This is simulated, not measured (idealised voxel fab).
Module name: voxel released beams (process module)
The cross-section shown here is cut; it is 275 nm wide and divided into square cells measuring 5 nm on a side.
Just so we're on the same page, the cross-sections are grids of square cells, and they're listed out in bands top to bottom, each band one or more rows deep.
First you get the band's top height and its bottom height, in nm, and then the materials it's made of, left to right, with each width in nm. If you see a single material with "everywhere", that one covers the band edge to edge. "air" is empty space.
Zero point of the height axis is 0; under it, received wafer = one material. Lowest band: continues down indefinitely, "0 down".
With a width like "30 to 40", each row of cells in the band differs from the next by the same amount, the top row carrying the first number and the bottom row the second.
The cross-section has no changed cell in any step marked "remained the same".
"Closed void register": empty spaces of 8 cells or more with no open way to the top, each given as width x height at distance, distance from the left edge, all in nm.
Post-settings text on a step line: simulator's own remark regarding the step.
overlay nm: right-of-plan distance of the mask on a masked step; negative values mean left-of-plan.

Process steps - plan
1,RECEIVE (material Si)
2,CONFORMAL_DEP (material SiN; thk nm 10)
3,DIRECTIONAL_DEP (material SiO2; thk nm 20)
4,DIRECTIONAL_DEP (material aC; thk nm 15)
5,PATTERN (tone open; mask id ANCHOR; material resist; width nm 30; thk nm 35; overlay nm 0)
6,DIRECTIONAL_ETCH (etch materials aC; depth nm 15)
7,STRIP (etch materials resist)
8,DIRECTIONAL_ETCH (etch materials SiO2; depth nm 20)
9,STRIP (etch materials aC)
10,CONFORMAL_DEP (material TiN; thk nm 10)
11,PATTERN (tone cover; mask id BEAM; material resist; width nm 75; thk nm 15; overlay nm 0)
12,DIRECTIONAL_ETCH (etch materials TiN; depth nm 10)
13,STRIP (etch materials resist)
14,STRIP (etch materials SiO2)

As received (post step 1): cross-section
* 0 down | Si everywhere
* Closed void register: none

Final cross-section, module run with one mistake (start and plan as above)
* 40 to 30 | air=95, then TiN=75, then air=105
* 30 to 20 | SiN everywhere
* 20 to 0 | SiO2 everywhere
* 0 down | Si everywhere
* Closed void register: none
Where did the run depart from the plan? contrary to the plan, steps 2 and 3 were processed in exchanged order
